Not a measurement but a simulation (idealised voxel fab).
Process module heading - voxel transistor to metal
Cross-section cut: width 195 nm, square cells of 5 nm.
For the purposes of this document, a cross-section shall be understood as a grid of square cells, specified as bands listed in top-to-bottom order, each band consisting of one or more rows of cells. It is stipulated that each band's entry specify, in nanometres, the height of the top of the band and then that of its bottom, followed by the materials of the band in left-to-right sequence, each together with its width in nanometres. A single material marked by the word "throughout" is understood to fill the band from edge to edge; the word "air" is understood to denote empty space. Heights from 0 (as-received wafer is one material below). Bottom band endless downward, as "0 -> down". Top row gets the first number, bottom row gets the second, and each row in between changes by the same step: that is how a band width like "30 to 40" works. For the purposes of this document, the phrase "left unchanged" attached to a step denotes that no cell within the cross-section was modified by that step. "Enclosed void entries": empty spaces of 8 cells or more with no open way to the top, each given as width x height at distance, distance from the left edge, all in nm. Note: text after step settings on the step line = simulator remark on that step. The "overlay nm" setting may appear on a step's line; for a step that uses a mask, it gives how far to the right of its planned position the mask lay, and a negative value indicates the left.

The planned process steps are enumerated hereunder
1,RECEIVE, material Si
2,CONFORMAL_DEP, material SiO2, thk nm 5
3,CONFORMAL_DEP, material SiN, thk nm 15
4,PATTERN, tone cover, mask id ACTIVE, material resist, width nm 115, thk nm 15, overlay nm 0
5,DIRECTIONAL_ETCH, etch materials SiN, depth nm 15
6,DIRECTIONAL_ETCH, etch materials SiO2, depth nm 5
7,DIRECTIONAL_ETCH, etch materials Si, depth nm 35
8,STRIP, etch materials resist
9,OXIDIZE, depth nm 5
10,FILL_DEP, material SiO2, thk nm 5
11,CMP, height nm 20
12,SELECTIVE_ETCH, etch materials SiO2, depth nm 10
13,STRIP, etch materials SiN
14,SELECTIVE_ETCH, etch materials SiO2, depth nm 5
15,OXIDIZE, depth nm 5
16,DIRECTIONAL_DEP, material polySi, thk nm 30
17,DIRECTIONAL_DEP, material SiCN, thk nm 15
18,PATTERN, tone cover, mask id GATE, material resist, width nm 35, thk nm 15, overlay nm 0
19,DIRECTIONAL_ETCH, etch materials SiCN, depth nm 25
20,DIRECTIONAL_ETCH, etch materials polySi, depth nm 40
21,STRIP, etch materials resist
22,CONFORMAL_DEP, material SiN, thk nm 5
23,DIRECTIONAL_ETCH, etch materials SiN, depth nm 5
24,DIRECTIONAL_ETCH, etch materials SiO2, depth nm 5
25,DIRECTIONAL_ETCH, etch materials Si, depth nm 15
26,EPI, material nSi, thk nm 20
27,FILL_DEP, material SiO2, thk nm 5
28,CMP, height nm 30
29,STRIP, etch materials polySi
30,SELECTIVE_ETCH, etch materials SiO2, depth nm 5
31,CONFORMAL_DEP, material HfO2, thk nm 5
32,CONFORMAL_DEP, material TiN, thk nm 5
33,FILL_DEP, material W, thk nm 10
34,CMP, height nm 25
35,DIRECTIONAL_DEP, material SiO2, thk nm 15
36,DIRECTIONAL_DEP, material aC, thk nm 15
37,PATTERN, tone open, mask id CONTACT, material resist, width nm 15, pitch nm 90, thk nm 35, overlay nm 0
38,DIRECTIONAL_ETCH, etch materials aC, depth nm 15
39,STRIP, etch materials resist
40,DIRECTIONAL_ETCH, etch materials SiO2, depth nm 40
41,STRIP, etch materials aC
42,CONFORMAL_DEP, material TiN, thk nm 5
43,FILL_DEP, material W, thk nm 5
44,CMP, height nm 40
45,CONFORMAL_DEP, material SiCN, thk nm 5
46,DIRECTIONAL_DEP, material SiO2, thk nm 20
47,PATTERN, tone open, mask id METAL_1, material resist, width nm 15, pitch nm 90, thk nm 20, overlay nm 0
48,DIRECTIONAL_ETCH, etch materials SiO2, depth nm 20
49,DIRECTIONAL_ETCH, etch materials SiCN, depth nm 5
50,STRIP, etch materials resist
51,CONFORMAL_DEP, material TiN, thk nm 5
52,FILL_DEP, material Cu, thk nm 10
53,CMP, height nm 65
54,EPI, material Ru, thk nm 5
55,FILL_DEP, material SiCN, thk nm 5
56,DIRECTIONAL_DEP, material SiO2, thk nm 25
57,PATTERN, tone open, mask id METAL_2, material resist, width nm 15, pitch nm 90, thk nm 20, overlay nm 0
58,DIRECTIONAL_ETCH, etch materials SiO2, depth nm 15
59,STRIP, etch materials resist
60,MASKED_ETCH, tone open, mask id METAL_2_HOLES, width nm 15, pitch nm 90, etch materials SiO2, depth nm 10, overlay nm 0
61,MASKED_ETCH, tone open, mask id METAL_2_HOLES, width nm 15, pitch nm 90, etch materials SiCN, depth nm 5, overlay nm 0
62,CONFORMAL_DEP, material TiN, thk nm 5
63,FILL_DEP, material Cu, thk nm 10
64,CMP, height nm 100
65,CONFORMAL_DEP, material SiN, thk nm 5

Cross-section of the wafer at receipt, which is the condition after step 1
    0 -> down: Si throughout
    Enclosed void entries: none

Post-module cross-section: identical start and plan to those above, one misstep in execution
    105 -> 100: SiN throughout
    100 -> 80: 45 of SiO2; 5 of TiN; 5 of Cu; 5 of TiN; 75 of SiO2; 5 of TiN; 5 of Cu; 5 of TiN; 45 of SiO2
    80 -> 75: 45 of SiO2; 15 of TiN; 75 of SiO2; 15 of TiN; 45 of SiO2
    75 -> 70: aC throughout
    70 -> 65: 40 of aC; 25 of Ru; 65 of aC; 25 of Ru; 40 of aC
    65 -> 45: 45 of SiO2; 5 of TiN; 5 of Cu; 5 of TiN; 75 of SiO2; 5 of TiN; 5 of Cu; 5 of TiN; 45 of SiO2
    45 -> 40: 45 of SiCN; 15 of TiN; 75 of SiCN; 15 of TiN; 45 of SiCN
    40 -> 25: 45 of SiO2; 5 of TiN; 5 of W; 5 of TiN; 75 of SiO2; 5 of TiN; 5 of W; 5 of TiN; 45 of SiO2
    25 -> 20: 45 of SiO2; 5 of TiN; 5 of W; 5 of TiN; 15 of SiO2; 5 of SiN; 5 of HfO2; 5 of TiN; 15 of W; 5 of TiN; 5 of HfO2; 5 of SiN; 15 of SiO2; 5 of TiN; 5 of W; 5 of TiN; 45 of SiO2
    20 -> 15: 45 of SiO2; 15 of TiN; 15 of SiO2; 5 of SiN; 5 of HfO2; 5 of TiN; 15 of W; 5 of TiN; 5 of HfO2; 5 of SiN; 15 of SiO2; 15 of TiN; 45 of SiO2
    15 -> 5: 45 of SiO2; 10 of TiN; 20 of nSi; 5 of SiN; 5 of HfO2; 5 of TiN; 15 of W; 5 of TiN; 5 of HfO2; 5 of SiN; 20 of nSi; 10 of TiN; 45 of SiO2
    5 -> 0: 35 of SiO2; 5 of SiN; 5 of SiO2; 10 of TiN; 20 of nSi; 5 of SiN; 5 of HfO2; 25 of TiN; 5 of HfO2; 5 of SiN; 20 of nSi; 10 of TiN; 5 of SiO2; 5 of SiN; 35 of SiO2
    0 -> -5: 40 of SiO2; 35 of nSi; 45 of HfO2; 35 of nSi; 40 of SiO2
    -5 -> -20: 45 of SiO2; 30 of nSi; 45 of Si; 30 of nSi; 45 of SiO2
    -20 -> -40: 45 of SiO2; 105 of Si; 45 of SiO2
    -40 -> down: Si throughout
    Enclosed void entries: none
It is concluded that the wafer was processed incorrectly with respect to the plan, in that step 55 did not happen as planned, as run it was FILL_DEP, material aC, thk nm 5
